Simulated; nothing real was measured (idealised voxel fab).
A process module follows: voxel transistor to metal.
Section shown: cut. Width: 185 nm. Cell size: 5 nm, square.
Think of the cross-section as a grid of square cells. We describe it in bands, top to bottom, and each band covers one or more rows of those cells. Heights first: top, then bottom, in nm. Then materials, left to right, each with a width in nm. "throughout" on a single material: fills the band edge to edge. "air": empty space. Height datum 0, below which the as-received substrate wafer is one material. Lowest band open at the bottom, running downward: "0 -> down". The two numbers in a width such as "30->40" mark its ends across the band: the first belongs to the top row of cells, the second to the bottom row, and from each row to the next the width moves by the same amount. "remained unchanged" -> step changed no cross-section cell. If an empty space has no open way to the top and is at least 8 cells in size, "Entrapped voids" lists it, written width x height at distance, where distance is measured from the left edge and every value is in nm. On each step's line, the part that comes after the settings is the simulator's own comment on the step. overlay nm: where the mask lay relative to plan, measured to the right, on steps with a mask; negatives go left.
[These are the steps we planned for the process]
1. RECEIVE,material Si
2. OXIDIZE,depth nm 5
3. CONFORMAL_DEP,material SiN,thk nm 10
4. DIRECTIONAL_DEP,material aC,thk nm 10
5. PATTERN,tone cover,mask id ACTIVE,material resist,width nm 95,thk nm 30,overlay nm 0
6. DIRECTIONAL_ETCH,etch materials aC,depth nm 10
7. STRIP,etch materials resist
8. DIRECTIONAL_ETCH,etch materials SiN,depth nm 10
9. DIRECTIONAL_ETCH,etch materials SiO2,depth nm 5
10. DIRECTIONAL_ETCH,etch materials Si,depth nm 25
11. STRIP,etch materials aC
12. FILL_DEP,material SiO2,thk nm 10
13. CMP,height nm 10
14. SELECTIVE_ETCH,etch materials SiO2,depth nm 5
15. STRIP,etch materials SiN
16. SELECTIVE_ETCH,etch materials SiO2,depth nm 5
17. OXIDIZE,depth nm 5
18. DIRECTIONAL_DEP,material polySi,thk nm 20
19. DIRECTIONAL_DEP,material SiCN,thk nm 15
20. DIRECTIONAL_DEP,material aC,thk nm 10
21. PATTERN,tone cover,mask id GATE,material resist,width nm 25,thk nm 30,overlay nm 0
22. DIRECTIONAL_ETCH,etch materials aC,depth nm 10
23. STRIP,etch materials resist
24. DIRECTIONAL_ETCH,etch materials SiCN,depth nm 25
25. DIRECTIONAL_ETCH,etch materials polySi,depth nm 30
26. STRIP,etch materials aC
27. CONFORMAL_DEP,material SiN,thk nm 10
28. DIRECTIONAL_ETCH,etch materials SiN,depth nm 10
29. DIRECTIONAL_ETCH,etch materials SiO2,depth nm 5
30. EPI,material nSi,thk nm 5
31. FILL_DEP,material SiO2,thk nm 5
32. CMP,height nm 15
33. STRIP,etch materials polySi
34. SELECTIVE_ETCH,etch materials SiO2,depth nm 5
35. CONFORMAL_DEP,material HfO2,thk nm 5
36. CONFORMAL_DEP,material TiN,thk nm 5
37. FILL_DEP,material W,thk nm 10
38. CMP,height nm 10
39. DIRECTIONAL_DEP,material SiO2,thk nm 15
40. DIRECTIONAL_DEP,material aC,thk nm 10
41. PATTERN,tone open,mask id CONTACT,material resist,width nm 15,pitch nm 70,thk nm 30,overlay nm 0
42. DIRECTIONAL_ETCH,etch materials aC,depth nm 10
43. STRIP,etch materials resist
44. DIRECTIONAL_ETCH,etch materials SiO2,depth nm 30
45. STRIP,etch materials aC
46. CONFORMAL_DEP,material TiN,thk nm 5
47. FILL_DEP,material W,thk nm 5
48. CMP,height nm 25
49. DIRECTIONAL_DEP,material TiN,thk nm 5
50. DIRECTIONAL_DEP,material W,thk nm 15
51. DIRECTIONAL_DEP,material aC,thk nm 15
52. PATTERN,tone cover,mask id METAL_1,material resist,width nm 15,pitch nm 70,thk nm 35,overlay nm 0
53. DIRECTIONAL_ETCH,etch materials aC,depth nm 15
54. STRIP,etch materials resist
55. DIRECTIONAL_ETCH,etch materials W,depth nm 15
56. DIRECTIONAL_ETCH,etch materials TiN,depth nm 5
57. STRIP,etch materials aC
58. FILL_DEP,material lowk,thk nm 10
59. CMP,height nm 45
60. CONFORMAL_DEP,material SiCN,thk nm 5
61. DIRECTIONAL_DEP,material SiO2,thk nm 35
62. PATTERN,tone open,mask id METAL_2,material resist,width nm 15,pitch nm 70,thk nm 20,overlay nm 0
63. DIRECTIONAL_ETCH,etch materials SiO2,depth nm 20
64. STRIP,etch materials resist
65. MASKED_ETCH,tone open,mask id METAL_2_HOLES,width nm 15,pitch nm 70,etch materials SiO2,depth nm 15,overlay nm 0
66. MASKED_ETCH,tone open,mask id METAL_2_HOLES,width nm 15,pitch nm 70,etch materials SiCN,depth nm 5,overlay nm 0
67. CONFORMAL_DEP,material TiN,thk nm 5
68. FILL_DEP,material Cu,thk nm 10
69. CMP,height nm 85
70. CONFORMAL_DEP,material SiCN,thk nm 5
[The cross-section here shows the wafer as received, i.e. in its state after step 1]
0 -> down: Si throughout
Entrapped voids: none
[First of two wafers at the end of the module, shown in cross-section; run carried out as planned]
90 -> 85: SiCN throughout
85 -> 50: SiO2 50, TiN 5, Cu 5, TiN 5, SiO2 55, TiN 5, Cu 5, TiN 5, SiO2 50
50 -> 45: SiCN 50, TiN 15, SiCN 55, TiN 15, SiCN 50
45 -> 30: lowk 50, W 15, lowk 55, W 15, lowk 50
30 -> 25: lowk 50, TiN 15, lowk 55, TiN 15, lowk 50
25 -> 10: SiO2 50, TiN 5, W 5, TiN 5, SiO2 55, TiN 5, W 5, TiN 5, SiO2 50
10 -> 0: SiO2 50, TiN 5, W 5, TiN 5, SiO2 5, SiN 10, HfO2 5, TiN 5, W 5, TiN 5, HfO2 5, SiN 10, SiO2 5, TiN 5, W 5, TiN 5, SiO2 50
0 -> -5: SiO2 40, SiN 10, TiN 15, SiO2 5, SiN 10, HfO2 5, TiN 15, HfO2 5, SiN 10, SiO2 5, TiN 15, SiN 10, SiO2 40
-5 -> -10: SiO2 50, nSi 20, SiO2 5, HfO2 35, SiO2 5, nSi 20, SiO2 50
-10 -> -30: SiO2 45, Si 95, SiO2 45
-30 -> down: Si throughout
Entrapped voids: none
[second wafer at the end: like start, like plan, one mistake]
95 -> 90: SiCN throughout
90 -> 85: TiN 55, Cu 5, TiN 65, Cu 5, TiN 55
85 -> 50: SiO2 50, TiN 5, Cu 5, TiN 5, SiO2 55, TiN 5, Cu 5, TiN 5, SiO2 50
50 -> 45: SiCN 50, TiN 15, SiCN 55, TiN 15, SiCN 50
45 -> 30: lowk 50, W 15, lowk 55, W 15, lowk 50
30 -> 25: lowk 50, TiN 15, lowk 55, TiN 15, lowk 50
25 -> 10: SiO2 50, TiN 5, W 5, TiN 5, SiO2 55, TiN 5, W 5, TiN 5, SiO2 50
10 -> 0: SiO2 50, TiN 5, W 5, TiN 5, SiO2 5, SiN 10, HfO2 5, TiN 5, W 5, TiN 5, HfO2 5, SiN 10, SiO2 5, TiN 5, W 5, TiN 5, SiO2 50
0 -> -5: SiO2 40, SiN 10, TiN 15, SiO2 5, SiN 10, HfO2 5, TiN 15, HfO2 5, SiN 10, SiO2 5, TiN 15, SiN 10, SiO2 40
-5 -> -10: SiO2 50, nSi 20, SiO2 5, HfO2 35, SiO2 5, nSi 20, SiO2 50
-10 -> -30: SiO2 45, Si 95, SiO2 45
-30 -> down: Si throughout
Entrapped voids: none
The plan and the run diverged here: step 69, actual vs plan mismatch, actual run CMP,height nm 90
Upon completion, the second wafer contains, in terms of cells, a greater or smaller amount of certain materials than the first wafer: +2 Cu; +35 TiN
